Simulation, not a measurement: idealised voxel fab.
process module | voxel trench capacitor
cross-section cut | 200 nm wide | cells 5 nm
A cross-section is a grid of square cells, given in bands from the top down. A band is one or more rows of cells.
Each band's line starts with the height of the band's top and of its bottom, in nm. Then come its materials from left to right, each with its width in nm. One material with "throughout" fills the band from edge to edge. "air" is empty space.
Height 0 is the level under which the wafer as received is all one material. The lowest band goes on downwards, as in "0 down".
A width such as "30 to 40" changes by the same amount from each row of cells to the next, from the band's top row to its bottom row.
"no change" after a step means that no cell of the cross-section changed.
closed voids: empty space of 8 cells or more with no open way to the top, each as width x height at its distance from the left edge, in nm
after a step's settings: what the simulator itself notes on the step
overlay nm, on a step with a mask: how far to the right of its planned place the mask lay; to the left if negative
plan
1 op RECEIVE | material Si
2 op CONFORMAL_DEP | material SiN | thk nm 5
3 op DIRECTIONAL_DEP | material aC | thk nm 10
4 op PATTERN | tone open | mask id TRENCH | material resist | width nm 25 | pitch nm 55 | thk nm 30 | overlay nm 0
5 op DIRECTIONAL_ETCH | etch materials aC | depth nm 10
6 op STRIP | etch materials resist
7 op DIRECTIONAL_ETCH | etch materials SiN | depth nm 5
8 op DIRECTIONAL_ETCH | etch materials Si | depth nm 35
9 op STRIP | etch materials aC
10 op CONFORMAL_DEP | material Al2O3 | thk nm 5
11 op FILL_DEP | material polySi | thk nm 5
12 op CMP | height nm 5
first wafer, as planned
as received, after step 1
  0 down: Si throughout
  closed voids: none
after step 2
  5 to 0: SiN throughout
  below 0: unchanged
after step 3
  15 to 5: aC throughout
  below 5: unchanged
after step 4
  45 to 15: resist 60 | air 25 | resist 30 | air 25 | resist 60
  below 15: unchanged
after step 5
  35 to 15: resist 60 | air 25 | resist 30 | air 25 | resist 60
  15 to 5: aC 60 | air 25 | aC 30 | air 25 | aC 60
  below 5: unchanged
after step 6
  15 to 5: aC 60 | air 25 | aC 30 | air 25 | aC 60
  below 5: unchanged
after step 7
  15 to 5: aC 60 | air 25 | aC 30 | air 25 | aC 60
  5 to 0: SiN 60 | air 25 | SiN 30 | air 25 | SiN 60
  below 0: unchanged
after step 8
  15 to 5: aC 60 | air 25 | aC 30 | air 25 | aC 60
  5 to 0: SiN 60 | air 25 | SiN 30 | air 25 | SiN 60
  0 to -35: Si 60 | air 25 | Si 30 | air 25 | Si 60
  below -35: unchanged
after step 9
  5 to 0: SiN 60 | air 25 | SiN 30 | air 25 | SiN 60
  below 0: unchanged
after step 10
  10 to 5: Al2O3 65 | air 15 | Al2O3 40 | air 15 | Al2O3 65
  5 to 0: SiN 60 | Al2O3 5 | air 15 | Al2O3 5 | SiN 30 | Al2O3 5 | air 15 | Al2O3 5 | SiN 60
  0 to -30: Si 60 | Al2O3 5 | air 15 | Al2O3 5 | Si 30 | Al2O3 5 | air 15 | Al2O3 5 | Si 60
  -30 to -35: Si 60 | Al2O3 25 | Si 30 | Al2O3 25 | Si 60
  below -35: unchanged
after step 11
  15 to 10: polySi throughout
  10 to 5: Al2O3 65 | polySi 15 | Al2O3 40 | polySi 15 | Al2O3 65
  5 to 0: SiN 60 | Al2O3 5 | polySi 15 | Al2O3 5 | SiN 30 | Al2O3 5 | polySi 15 | Al2O3 5 | SiN 60
  0 to -30: Si 60 | Al2O3 5 | polySi 15 | Al2O3 5 | Si 30 | Al2O3 5 | polySi 15 | Al2O3 5 | Si 60
  below -30: unchanged
after step 12
  5 to 0: SiN 60 | Al2O3 5 | polySi 15 | Al2O3 5 | SiN 30 | Al2O3 5 | polySi 15 | Al2O3 5 | SiN 60
  below 0: unchanged
second wafer: like start, like plan, one mistake. Through step 11 it matches the first wafer
when step 12 should have ended
  0 to -30: Si 60 | Al2O3 5 | polySi 15 | Al2O3 5 | Si 30 | Al2O3 5 | polySi 15 | Al2O3 5 | Si 60
  below -30: unchanged
what went wrong: step 12 ran as: op CMP | height nm 0
at the end the second wafer has, in cells: 4 fewer of Al2O3 | 30 fewer of SiN | 6 fewer of polySi
